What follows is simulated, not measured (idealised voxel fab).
The document below concerns the process module designated voxel capacitor over wiring.
Xsec cut, 295 nm wide, square cell size 5 nm.
For the purposes of this document, a cross-section shall be understood as a grid of square cells, specified as bands listed in top-to-bottom order, each band consisting of one or more rows of cells. The band entry comprises the height of the band's top followed by the height of its bottom, expressed in nm, and subsequently the band's materials from left to right, each stated together with its width in nm. Where a single material is marked with the word "edge to edge", that material fills the band from edge to edge. The word "air" represents empty space. Height datum 0, below which the as-received substrate wafer is one material. Lowest band open at the bottom, running downward: "0 and below". Think of "30 to 40" as a width that walks from the first number to the second as you go down the band, top row to bottom row, taking equal-sized steps from row to row. Reading "remains unaltered" for a step: not a cell of the cross-section changed in it. "Enclosed void listing" specifies each empty space that is not open to the top and that occupies no fewer than 8 cells, using the form width x height at distance, the distance measured from the left edge and all three quantities in nm. Heads up: the bit after the settings on a step's line is the simulator's remark on that step. A step line may carry the setting "overlay nm", which, for steps involving a mask, states the distance by which the mask lay to the right of its intended position; negative values denote displacement to the left.

Process steps foreseen in the plan:
1) op RECEIVE | material Si
2) op CONFORMAL_DEP | material SiO2 | thk nm 15
3) op CONFORMAL_DEP | material SiCN | thk nm 5
4) op DIRECTIONAL_DEP | material SiO2 | thk nm 20
5) op MASKED_ETCH | tone open | mask id METAL_1 | width nm 20 | pitch nm 85 | etch materials SiO2 | depth nm 20 | overlay nm 0
6) op MASKED_ETCH | tone open | mask id METAL_1 | width nm 20 | pitch nm 85 | etch materials SiCN | depth nm 5 | overlay nm 0
7) op CONFORMAL_DEP | material TiN | thk nm 5
8) op FILL_DEP | material Cu | thk nm 10
9) op CMP | height nm 40
10) op CONFORMAL_DEP | material SiCN | thk nm 5
11) op DIRECTIONAL_DEP | material SiO2 | thk nm 10
12) op DIRECTIONAL_DEP | material aC | thk nm 15
13) op PATTERN | tone open | mask id PLUG_1 | material resist | width nm 15 | thk nm 35 | overlay nm 0
14) op DIRECTIONAL_ETCH | etch materials aC | depth nm 15
15) op STRIP | etch materials resist
16) op DIRECTIONAL_ETCH | etch materials SiO2 | depth nm 10
17) op DIRECTIONAL_ETCH | etch materials SiCN | depth nm 5
18) op STRIP | etch materials aC
19) op EPI | material Ru | thk nm 10
20) op EPI | material Ru | thk nm 5
21) op DIRECTIONAL_DEP | material TiN | thk nm 10
22) op DIRECTIONAL_DEP | material SiN | thk nm 5
23) op DIRECTIONAL_DEP | material TiN | thk nm 5
24) op DIRECTIONAL_DEP | material aC | thk nm 15
25) op PATTERN | tone cover | mask id UPPER_PLATE | material resist | width nm 70 | thk nm 30 | overlay nm 0
26) op DIRECTIONAL_ETCH | etch materials aC | depth nm 15
27) op STRIP | etch materials resist
28) op DIRECTIONAL_ETCH | etch materials TiN | depth nm 5
29) op DIRECTIONAL_ETCH | etch materials SiN | depth nm 5
30) op STRIP | etch materials aC
31) op DIRECTIONAL_DEP | material aC | thk nm 15
32) op PATTERN | tone cover | mask id LOWER_PLATE | material resist | width nm 80 | thk nm 30 | overlay nm 0
33) op DIRECTIONAL_ETCH | etch materials aC | depth nm 15
34) op STRIP | etch materials resist
35) op DIRECTIONAL_ETCH | etch materials TiN | depth nm 10
36) op STRIP | etch materials aC
37) op FILL_DEP | material SiO2 | thk nm 15
38) op CMP | height nm 85
39) op DIRECTIONAL_DEP | material aC | thk nm 10
40) op PATTERN | tone open | mask id PLUG_2 | material resist | width nm 15 | thk nm 25 | overlay nm 0
41) op DIRECTIONAL_ETCH | etch materials aC | depth nm 10
42) op STRIP | etch materials resist
43) op DIRECTIONAL_ETCH | etch materials SiO2 | depth nm 10
44) op STRIP | etch materials aC
45) op CONFORMAL_DEP | material TiN | thk nm 5
46) op FILL_DEP | material Cu | thk nm 5
47) op CMP | height nm 85
48) op CONFORMAL_DEP | material SiN | thk nm 5

First of the two wafers, run per plan:

Step 1 complete: cross-section of the wafer as received:
    0 and below  Si edge to edge
    Enclosed void listing: none

State of the wafer after step 2, shown in cross-section:
    15 down to 0  SiO2 edge to edge
    Below a height of 0, the structure has not been altered.

State of the wafer after step 3, shown in cross-section:
    20 down to 15  SiCN edge to edge
    Below a height of 15, the structure has not been altered.

State of the wafer after step 4, shown in cross-section:
    40 down to 20  SiO2 edge to edge
    Below a height of 20, the structure has not been altered.

State of the wafer after step 5, shown in cross-section:
    40 down to 20  SiO2 95 | air 20 | SiO2 65 | air 20 | SiO2 95
    Below a height of 20, the structure has not been altered.

State of the wafer after step 6, shown in cross-section:
    40 down to 20  SiO2 95 | air 20 | SiO2 65 | air 20 | SiO2 95
    20 down to 15  SiCN 95 | air 20 | SiCN 65 | air 20 | SiCN 95
    Below a height of 15, the structure has not been altered.

State of the wafer after step 7, shown in cross-section:
    45 down to 40  TiN 100 | air 10 | TiN 75 | air 10 | TiN 100
    40 down to 20  SiO2 95 | TiN 5 | air 10 | TiN 5 | SiO2 65 | TiN 5 | air 10 | TiN 5 | SiO2 95
    20 down to 15  SiCN 95 | TiN 20 | SiCN 65 | TiN 20 | SiCN 95
    Below a height of 15, the structure has not been altered.

State of the wafer after step 8, shown in cross-section:
    55 down to 45  Cu edge to edge
    45 down to 40  TiN 100 | Cu 10 | TiN 75 | Cu 10 | TiN 100
    40 down to 20  SiO2 95 | TiN 5 | Cu 10 | TiN 5 | SiO2 65 | TiN 5 | Cu 10 | TiN 5 | SiO2 95
    Below a height of 20, the structure has not been altered.

State of the wafer after step 9, shown in cross-section:
    40 down to 20  SiO2 95 | TiN 5 | Cu 10 | TiN 5 | SiO2 65 | TiN 5 | Cu 10 | TiN 5 | SiO2 95
    Below a height of 20, the structure has not been altered.

State of the wafer after step 10, shown in cross-section:
    45 down to 40  SiCN edge to edge
    Below a height of 40, the structure has not been altered.

State of the wafer after step 11, shown in cross-section:
    55 down to 45  SiO2 edge to edge
    Below a height of 45, the structure has not been altered.

State of the wafer after step 12, shown in cross-section:
    70 down to 55  aC edge to edge
    Below a height of 55, the structure has not been altered.

State of the wafer after step 13, shown in cross-section:
    105 down to 70  resist 100 | air 15 | resist 180
    Below a height of 70, the structure has not been altered.

State of the wafer after step 14, shown in cross-section:
    90 down to 70  resist 100 | air 15 | resist 180
    70 down to 55  aC 100 | air 15 | aC 180
    Below a height of 55, the structure has not been altered.

State of the wafer after step 15, shown in cross-section:
    70 down to 55  aC 100 | air 15 | aC 180
    Below a height of 55, the structure has not been altered.

State of the wafer after step 16, shown in cross-section:
    70 down to 55  aC 100 | air 15 | aC 180
    55 down to 45  SiO2 100 | air 15 | SiO2 180
    Below a height of 45, the structure has not been altered.

State of the wafer after step 17, shown in cross-section:
    70 down to 55  aC 100 | air 15 | aC 180
    55 down to 45  SiO2 100 | air 15 | SiO2 180
    45 down to 40  SiCN 100 | air 15 | SiCN 180
    Below a height of 40, the structure has not been altered.

State of the wafer after step 18, shown in cross-section:
    55 down to 45  SiO2 100 | air 15 | SiO2 180
    Below a height of 45, the structure has not been altered.

State of the wafer after step 19, shown in cross-section:
    55 down to 50  SiO2 100 | air 15 | SiO2 180
    50 down to 45  SiO2 100 | Ru 15 | SiO2 180
    45 down to 40  SiCN 100 | Ru 15 | SiCN 180
    Below a height of 40, the structure has not been altered.

State of the wafer after step 20, shown in cross-section:
    55 down to 45  SiO2 100 | Ru 15 | SiO2 180
    Below a height of 45, the structure has not been altered.

State of the wafer after step 21, shown in cross-section:
    65 down to 55  TiN edge to edge
    Below a height of 55, the structure has not been altered.

State of the wafer after step 22, shown in cross-section:
    70 down to 65  SiN edge to edge
    Below a height of 65, the structure has not been altered.

State of the wafer after step 23, shown in cross-section:
    75 down to 70  TiN edge to edge
    Below a height of 70, the structure has not been altered.

State of the wafer after step 24, shown in cross-section:
    90 down to 75  aC edge to edge
    Below a height of 75, the structure has not been altered.

State of the wafer after step 25, shown in cross-section:
    120 down to 90  air 100 | resist 70 | air 125
    Below a height of 90, the structure has not been altered.

State of the wafer after step 26, shown in cross-section:
    105 down to 90  air 100 | resist 70 | air 125
    90 down to 75  air 100 | aC 70 | air 125
    Below a height of 75, the structure has not been altered.

State of the wafer after step 27, shown in cross-section:
    90 down to 75  air 100 | aC 70 | air 125
    Below a height of 75, the structure has not been altered.

State of the wafer after step 28, shown in cross-section:
    90 down to 75  air 100 | aC 70 | air 125
    75 down to 70  air 100 | TiN 70 | air 125
    Below a height of 70, the structure has not been altered.

State of the wafer after step 29, shown in cross-section:
    90 down to 75  air 100 | aC 70 | air 125
    75 down to 70  air 100 | TiN 70 | air 125
    70 down to 65  air 100 | SiN 70 | air 125
    Below a height of 65, the structure has not been altered.

State of the wafer after step 30, shown in cross-section:
    75 down to 70  air 100 | TiN 70 | air 125
    Below a height of 70, the structure has not been altered.

State of the wafer after step 31, shown in cross-section:
    90 down to 80  air 100 | aC 70 | air 125
    80 down to 75  aC edge to edge
    75 down to 70  aC 100 | TiN 70 | aC 125
    70 down to 65  aC 100 | SiN 70 | aC 125
    Below a height of 65, the structure has not been altered.

State of the wafer after step 32, shown in cross-section:
    120 down to 90  air 95 | resist 80 | air 120
    90 down to 80  air 95 | resist 5 | aC 70 | resist 5 | air 120
    Below a height of 80, the structure has not been altered.

State of the wafer after step 33, shown in cross-section:
    105 down to 90  air 95 | resist 80 | air 120
    90 down to 80  air 95 | resist 5 | aC 70 | resist 5 | air 120
    80 down to 75  air 95 | aC 80 | air 120
    75 down to 70  air 95 | aC 5 | TiN 70 | aC 5 | air 120
    70 down to 65  air 95 | aC 5 | SiN 70 | aC 5 | air 120
    Below a height of 65, the structure has not been altered.

State of the wafer after step 34, shown in cross-section:
    90 down to 80  air 100 | aC 70 | air 125
    Below a height of 80, the structure has not been altered.

State of the wafer after step 35, shown in cross-section:
    90 down to 80  air 100 | aC 70 | air 125
    80 down to 75  air 95 | aC 80 | air 120
    75 down to 70  air 95 | aC 5 | TiN 70 | aC 5 | air 120
    70 down to 65  air 95 | aC 5 | SiN 70 | aC 5 | air 120
    65 down to 55  air 95 | TiN 80 | air 120
    Below a height of 55, the structure has not been altered.

State of the wafer after step 36, shown in cross-section:
    75 down to 70  air 100 | TiN 70 | air 125
    70 down to 65  air 100 | SiN 70 | air 125
    Below a height of 65, the structure has not been altered.

State of the wafer after step 37, shown in cross-section:
    90 down to 75  SiO2 edge to edge
    75 down to 70  SiO2 100 | TiN 70 | SiO2 125
    70 down to 65  SiO2 100 | SiN 70 | SiO2 125
    65 down to 55  SiO2 95 | TiN 80 | SiO2 120
    Below a height of 55, the structure has not been altered.

State of the wafer after step 38, shown in cross-section:
    85 down to 75  SiO2 edge to edge
    Below a height of 75, the structure has not been altered.

State of the wafer after step 39, shown in cross-section:
    95 down to 85  aC edge to edge
    Below a height of 85, the structure has not been altered.

State of the wafer after step 40, shown in cross-section:
    120 down to 95  resist 110 | air 15 | resist 170
    Below a height of 95, the structure has not been altered.

State of the wafer after step 41, shown in cross-section:
    110 down to 95  resist 110 | air 15 | resist 170
    95 down to 85  aC 110 | air 15 | aC 170
    Below a height of 85, the structure has not been altered.

State of the wafer after step 42, shown in cross-section:
    95 down to 85  aC 110 | air 15 | aC 170
    Below a height of 85, the structure has not been altered.

State of the wafer after step 43, shown in cross-section:
    95 down to 85  aC 110 | air 15 | aC 170
    85 down to 75  SiO2 110 | air 15 | SiO2 170
    Below a height of 75, the structure has not been altered.

State of the wafer after step 44, shown in cross-section:
    85 down to 75  SiO2 110 | air 15 | SiO2 170
    Below a height of 75, the structure has not been altered.

State of the wafer after step 45, shown in cross-section:
    90 down to 85  TiN 115 | air 5 | TiN 175
    85 down to 80  SiO2 110 | TiN 5 | air 5 | TiN 5 | SiO2 170
    80 down to 70  SiO2 110 to 100 | TiN 15 to 70 | SiO2 170 to 125
    Below a height of 70, the structure has not been altered.

State of the wafer after step 46, shown in cross-section:
    95 down to 90  Cu edge to edge
    90 down to 85  TiN 115 | Cu 5 | TiN 175
    85 down to 80  SiO2 110 | TiN 5 | Cu 5 | TiN 5 | SiO2 170
    Below a height of 80, the structure has not been altered.

State of the wafer after step 47, shown in cross-section:
    85 down to 80  SiO2 110 | TiN 5 | Cu 5 | TiN 5 | SiO2 170
    Below a height of 80, the structure has not been altered.

State of the wafer after step 48, shown in cross-section:
    90 down to 85  SiN edge to edge
    Below a height of 85, the structure has not been altered.

Second wafer, same starting state and plan as the first, one mistake in the run, identical through step 2:

Second wafer: cross-section at the scheduled end of step 3: remains unaltered

Second wafer: cross-section at the scheduled end of step 4:
    35 down to 0  SiO2 edge to edge
    Below a height of 0, the structure has not been altered.

Second wafer: cross-section at the scheduled end of step 5:
    35 down to 15  SiO2 95 | air 20 | SiO2 65 | air 20 | SiO2 95
    Below a height of 15, the structure has not been altered.

Second wafer: cross-section at the scheduled end of step 6: remains unaltered

Second wafer: cross-section at the scheduled end of step 7:
    40 down to 35  TiN 100 | air 10 | TiN 75 | air 10 | TiN 100
    35 down to 20  SiO2 95 | TiN 5 | air 10 | TiN 5 | SiO2 65 | TiN 5 | air 10 | TiN 5 | SiO2 95
    20 down to 15  SiO2 95 | TiN 20 | SiO2 65 | TiN 20 | SiO2 95
    Below a height of 15, the structure has not been altered.

Second wafer: cross-section at the scheduled end of step 8:
    50 down to 40  Cu edge to edge
    40 down to 35  TiN 100 | Cu 10 | TiN 75 | Cu 10 | TiN 100
    35 down to 20  SiO2 95 | TiN 5 | Cu 10 | TiN 5 | SiO2 65 | TiN 5 | Cu 10 | TiN 5 | SiO2 95
    Below a height of 20, the structure has not been altered.

Second wafer: cross-section at the scheduled end of step 9:
    40 down to 35  TiN 100 | Cu 10 | TiN 75 | Cu 10 | TiN 100
    Below a height of 35, the structure has not been altered.

Second wafer: cross-section at the scheduled end of step 10:
    45 down to 40  SiCN edge to edge
    Below a height of 40, the structure has not been altered.

Second wafer: cross-section at the scheduled end of step 11:
    55 down to 45  SiO2 edge to edge
    Below a height of 45, the structure has not been altered.

Second wafer: cross-section at the scheduled end of step 12:
    70 down to 55  aC edge to edge
    Below a height of 55, the structure has not been altered.

Second wafer: cross-section at the scheduled end of step 13:
    105 down to 70  resist 100 | air 15 | resist 180
    Below a height of 70, the structure has not been altered.

Second wafer: cross-section at the scheduled end of step 14:
    90 down to 70  resist 100 | air 15 | resist 180
    70 down to 55  aC 100 | air 15 | aC 180
    Below a height of 55, the structure has not been altered.

Second wafer: cross-section at the scheduled end of step 15:
    70 down to 55  aC 100 | air 15 | aC 180
    Below a height of 55, the structure has not been altered.

Second wafer: cross-section at the scheduled end of step 16:
    70 down to 55  aC 100 | air 15 | aC 180
    55 down to 45  SiO2 100 | air 15 | SiO2 180
    Below a height of 45, the structure has not been altered.

Second wafer: cross-section at the scheduled end of step 17:
    70 down to 55  aC 100 | air 15 | aC 180
    55 down to 45  SiO2 100 | air 15 | SiO2 180
    45 down to 40  SiCN 100 | air 15 | SiCN 180
    Below a height of 40, the structure has not been altered.

Second wafer: cross-section at the scheduled end of step 18:
    55 down to 45  SiO2 100 | air 15 | SiO2 180
    Below a height of 45, the structure has not been altered.

Second wafer: cross-section at the scheduled end of step 19:
    55 down to 50  SiO2 100 | air 15 | SiO2 180
    50 down to 45  SiO2 100 | Ru 15 | SiO2 180
    45 down to 40  SiCN 100 | Ru 15 | SiCN 180
    Below a height of 40, the structure has not been altered.

Second wafer: cross-section at the scheduled end of step 20:
    55 down to 45  SiO2 100 | Ru 15 | SiO2 180
    Below a height of 45, the structure has not been altered.

Second wafer: cross-section at the scheduled end of step 21:
    65 down to 55  TiN edge to edge
    Below a height of 55, the structure has not been altered.

Second wafer: cross-section at the scheduled end of step 22:
    70 down to 65  SiN edge to edge
    Below a height of 65, the structure has not been altered.

Second wafer: cross-section at the scheduled end of step 23:
    75 down to 70  TiN edge to edge
    Below a height of 70, the structure has not been altered.

Second wafer: cross-section at the scheduled end of step 24:
    90 down to 75  aC edge to edge
    Below a height of 75, the structure has not been altered.

Second wafer: cross-section at the scheduled end of step 25:
    120 down to 90  air 100 | resist 70 | air 125
    Below a height of 90, the structure has not been altered.

Second wafer: cross-section at the scheduled end of step 26:
    105 down to 90  air 100 | resist 70 | air 125
    90 down to 75  air 100 | aC 70 | air 125
    Below a height of 75, the structure has not been altered.

Second wafer: cross-section at the scheduled end of step 27:
    90 down to 75  air 100 | aC 70 | air 125
    Below a height of 75, the structure has not been altered.

Second wafer: cross-section at the scheduled end of step 28:
    90 down to 75  air 100 | aC 70 | air 125
    75 down to 70  air 100 | TiN 70 | air 125
    Below a height of 70, the structure has not been altered.

Second wafer: cross-section at the scheduled end of step 29:
    90 down to 75  air 100 | aC 70 | air 125
    75 down to 70  air 100 | TiN 70 | air 125
    70 down to 65  air 100 | SiN 70 | air 125
    Below a height of 65, the structure has not been altered.

Second wafer: cross-section at the scheduled end of step 30:
    75 down to 70  air 100 | TiN 70 | air 125
    Below a height of 70, the structure has not been altered.

Second wafer: cross-section at the scheduled end of step 31:
    90 down to 80  air 100 | aC 70 | air 125
    80 down to 75  aC edge to edge
    75 down to 70  aC 100 | TiN 70 | aC 125
    70 down to 65  aC 100 | SiN 70 | aC 125
    Below a height of 65, the structure has not been altered.

Second wafer: cross-section at the scheduled end of step 32:
    120 down to 90  air 95 | resist 80 | air 120
    90 down to 80  air 95 | resist 5 | aC 70 | resist 5 | air 120
    Below a height of 80, the structure has not been altered.

Second wafer: cross-section at the scheduled end of step 33:
    105 down to 90  air 95 | resist 80 | air 120
    90 down to 80  air 95 | resist 5 | aC 70 | resist 5 | air 120
    80 down to 75  air 95 | aC 80 | air 120
    75 down to 70  air 95 | aC 5 | TiN 70 | aC 5 | air 120
    70 down to 65  air 95 | aC 5 | SiN 70 | aC 5 | air 120
    Below a height of 65, the structure has not been altered.

Second wafer: cross-section at the scheduled end of step 34:
    90 down to 80  air 100 | aC 70 | air 125
    Below a height of 80, the structure has not been altered.

Second wafer: cross-section at the scheduled end of step 35:
    90 down to 80  air 100 | aC 70 | air 125
    80 down to 75  air 95 | aC 80 | air 120
    75 down to 70  air 95 | aC 5 | TiN 70 | aC 5 | air 120
    70 down to 65  air 95 | aC 5 | SiN 70 | aC 5 | air 120
    65 down to 55  air 95 | TiN 80 | air 120
    Below a height of 55, the structure has not been altered.

Second wafer: cross-section at the scheduled end of step 36:
    75 down to 70  air 100 | TiN 70 | air 125
    70 down to 65  air 100 | SiN 70 | air 125
    Below a height of 65, the structure has not been altered.

Second wafer: cross-section at the scheduled end of step 37:
    90 down to 75  SiO2 edge to edge
    75 down to 70  SiO2 100 | TiN 70 | SiO2 125
    70 down to 65  SiO2 100 | SiN 70 | SiO2 125
    65 down to 55  SiO2 95 | TiN 80 | SiO2 120
    Below a height of 55, the structure has not been altered.

Second wafer: cross-section at the scheduled end of step 38:
    85 down to 75  SiO2 edge to edge
    Below a height of 75, the structure has not been altered.

Second wafer: cross-section at the scheduled end of step 39:
    95 down to 85  aC edge to edge
    Below a height of 85, the structure has not been altered.

Second wafer: cross-section at the scheduled end of step 40:
    120 down to 95  resist 110 | air 15 | resist 170
    Below a height of 95, the structure has not been altered.

Second wafer: cross-section at the scheduled end of step 41:
    110 down to 95  resist 110 | air 15 | resist 170
    95 down to 85  aC 110 | air 15 | aC 170
    Below a height of 85, the structure has not been altered.

Second wafer: cross-section at the scheduled end of step 42:
    95 down to 85  aC 110 | air 15 | aC 170
    Below a height of 85, the structure has not been altered.

Second wafer: cross-section at the scheduled end of step 43:
    95 down to 85  aC 110 | air 15 | aC 170
    85 down to 75  SiO2 110 | air 15 | SiO2 170
    Below a height of 75, the structure has not been altered.

Second wafer: cross-section at the scheduled end of step 44:
    85 down to 75  SiO2 110 | air 15 | SiO2 170
    Below a height of 75, the structure has not been altered.

Second wafer: cross-section at the scheduled end of step 45:
    90 down to 85  TiN 115 | air 5 | TiN 175
    85 down to 80  SiO2 110 | TiN 5 | air 5 | TiN 5 | SiO2 170
    80 down to 70  SiO2 110 to 100 | TiN 15 to 70 | SiO2 170 to 125
    Below a height of 70, the structure has not been altered.

Second wafer: cross-section at the scheduled end of step 46:
    95 down to 90  Cu edge to edge
    90 down to 85  TiN 115 | Cu 5 | TiN 175
    85 down to 80  SiO2 110 | TiN 5 | Cu 5 | TiN 5 | SiO2 170
    Below a height of 80, the structure has not been altered.

Second wafer: cross-section at the scheduled end of step 47:
    85 down to 80  SiO2 110 | TiN 5 | Cu 5 | TiN 5 | SiO2 170
    Below a height of 80, the structure has not been altered.

Second wafer: cross-section at the scheduled end of step 48:
    90 down to 85  SiN edge to edge
    Below a height of 85, the structure has not been altered.
Against the plan, the run slipped here: not run: step 3 of the plan (skipped)
Final wafer comparison in cells, second versus first, more or fewer per material: -51 SiCN; +51 TiN
